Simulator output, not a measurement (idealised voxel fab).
The following is a process module called voxel wiring stack.
Section cut is 220 nm wide and gridded with 5 nm square cells.
The cross-sections in this document take the form of a grid made of square cells. They are written out as bands, in order from top to bottom. Each band consists of one or more rows of cells.
Heads up on the band format: heights come first, top then bottom, in nm. After that it's the materials left to right, each with its width in nm. A single material flagged "everywhere" fills the whole band edge to edge, and "air" means there's empty space there.
Height 0 is the level under which the wafer as received is all one material. The lowest band goes on downwards, as in "0..down".
When a width is written as two numbers, as in "30..40", the first number is the width in the top row of cells of the band and the second is the width in its bottom row, and the width changes by the same amount from each row to the next.
You'll sometimes find "nothing got changed" written for a step, and that's the way of saying that nowhere in the cross-section did a cell change during that step.
Entry "Listed closed voids". Content: empty spaces with no open connection to the top, size 8 cells or greater. Each: width x height at distance. Distance: from left edge. Unit: nm.
On each step's line, the part that comes after the settings is the simulator's own comment on the step.
A step's line can hold "overlay nm"; with a mask on that step, the setting says how far right of the planned place the mask lay, while a negative setting says it lay to the left.
THESE ARE THE STEPS WE PLANNED FOR THE PROCESS
| 1 | RECEIVE: material Si |
| 2 | CONFORMAL_DEP: material SiO2, thk nm 15 |
| 3 | CONFORMAL_DEP: material SiN, thk nm 5 |
| 4 | DIRECTIONAL_DEP: material SiO2, thk nm 25 |
| 5 | PATTERN: tone open, mask id METAL_1, material resist, width nm 15, pitch nm 50, thk nm 20, overlay nm 0 |
| 6 | DIRECTIONAL_ETCH: etch materials SiO2, depth nm 25 |
| 7 | DIRECTIONAL_ETCH: etch materials SiN, depth nm 5 |
| 8 | STRIP: etch materials resist |
| 9 | CONFORMAL_DEP: material TiN, thk nm 5 |
| 10 | FILL_DEP: material W, thk nm 5 |
| 11 | CMP: height nm 45 |
| 12 | CONFORMAL_DEP: material SiCN, thk nm 5 |
| 13 | DIRECTIONAL_DEP: material SiO2, thk nm 10 |
| 14 | PATTERN: tone open, mask id PLUG_1, material resist, width nm 15, pitch nm 50, thk nm 20, overlay nm 0 |
| 15 | DIRECTIONAL_ETCH: etch materials SiO2, depth nm 10 |
| 16 | DIRECTIONAL_ETCH: etch materials SiCN, depth nm 5 |
| 17 | STRIP: etch materials resist |
| 18 | EPI: material Ru, thk nm 10 |
| 19 | EPI: material Ru, thk nm 5 |
| 20 | DIRECTIONAL_DEP: material TiN, thk nm 5 |
| 21 | DIRECTIONAL_DEP: material Ru, thk nm 25 |
| 22 | PATTERN: tone cover, mask id METAL_2, material resist, width nm 25, pitch nm 50, thk nm 15, overlay nm 0 |
| 23 | DIRECTIONAL_ETCH: etch materials Ru, depth nm 25 |
| 24 | DIRECTIONAL_ETCH: etch materials TiN, depth nm 5 |
| 25 | STRIP: etch materials resist |
| 26 | FILL_DEP: material SiO2, thk nm 10 |
| 27 | CMP: height nm 90 |
| 28 | CONFORMAL_DEP: material SiN, thk nm 5 |
Variable across wafers: step 5 width nm (plan value is that of the first wafer; starting state common to all).
HERE'S THE FIRST OF THE WAFERS IN CROSS-SECTION, JUST AS WE GOT IT, I.E. AFTER STEP 1
	0..down | Si everywhere
	Listed closed voids: none
WAFER CROSS-SECTION (FIRST OF SEVERAL) - MODULE END, POST STEP 28 (LAST STEP)
	95..90 | SiN everywhere
	90..65 | SiO2: 70 / Ru: 25 / SiO2: 25 / Ru: 25 / SiO2: 75
	65..60 | SiO2: 70 / TiN: 25 / SiO2: 25 / TiN: 25 / SiO2: 75
	60..50 | SiO2: 70 / Ru: 15 / SiO2: 35 / Ru: 15 / SiO2: 85
	50..45 | SiCN: 70 / Ru: 15 / SiCN: 35 / Ru: 15 / SiCN: 85
	45..20 | SiO2: 75 / TiN: 5 / W: 5 / TiN: 5 / SiO2: 35 / TiN: 5 / W: 5 / TiN: 5 / SiO2: 80
	20..15 | SiN: 75 / TiN: 15 / SiN: 35 / TiN: 15 / SiN: 80
	15..0 | SiO2 everywhere
	0..down | Si everywhere
	Listed closed voids: none
MODULE END, FINAL WAFER: CROSS-SECTION
	95..90 | SiN everywhere
	90..65 | SiO2: 70 / Ru: 25 / SiO2: 25 / Ru: 25 / SiO2: 75
	65..60 | SiO2: 70 / TiN: 25 / SiO2: 25 / TiN: 25 / SiO2: 75
	60..50 | SiO2: 70 / Ru: 15 / SiO2: 35 / Ru: 15 / SiO2: 85
	50..45 | SiCN: 70 / Ru: 15 / SiCN: 35 / Ru: 15 / SiCN: 85
	45..20 | SiO2: 65 / TiN: 5 / W: 25 / TiN: 5 / SiO2: 15 / TiN: 5 / W: 25 / TiN: 5 / SiO2: 70
	20..15 | SiN: 65 / TiN: 35 / SiN: 15 / TiN: 35 / SiN: 70
	15..0 | SiO2 everywhere
	0..down | Si everywhere
	Listed closed voids: none
QUICK KEY FOR THE TABLE: A ROW PER WAFER, TAKEN AT THE END OF THE MODULE. FOR EACH MATERIAL IT TELLS YOU HOW MANY CELLS THE WAFER GAINED (+) OR LOST (-) SINCE IT CAME IN, AND THE CLOSED VOIDS COME AFTER
width nm 15; +68 Ru; +38 SiCN; +82 SiN; +602 SiO2; +36 TiN; +10 W; Listed closed voids: none
width nm 20; +68 Ru; +38 SiCN; +80 SiN; +592 SiO2; +38 TiN; +20 W; Listed closed voids: none
width nm 25; +68 Ru; +38 SiCN; +78 SiN; +582 SiO2; +40 TiN; +30 W; Listed closed voids: none
width nm 30; +68 Ru; +38 SiCN; +76 SiN; +572 SiO2; +42 TiN; +40 W; Listed closed voids: none
width nm 35; +68 Ru; +38 SiCN; +74 SiN; +562 SiO2; +44 TiN; +50 W; Listed closed voids: none
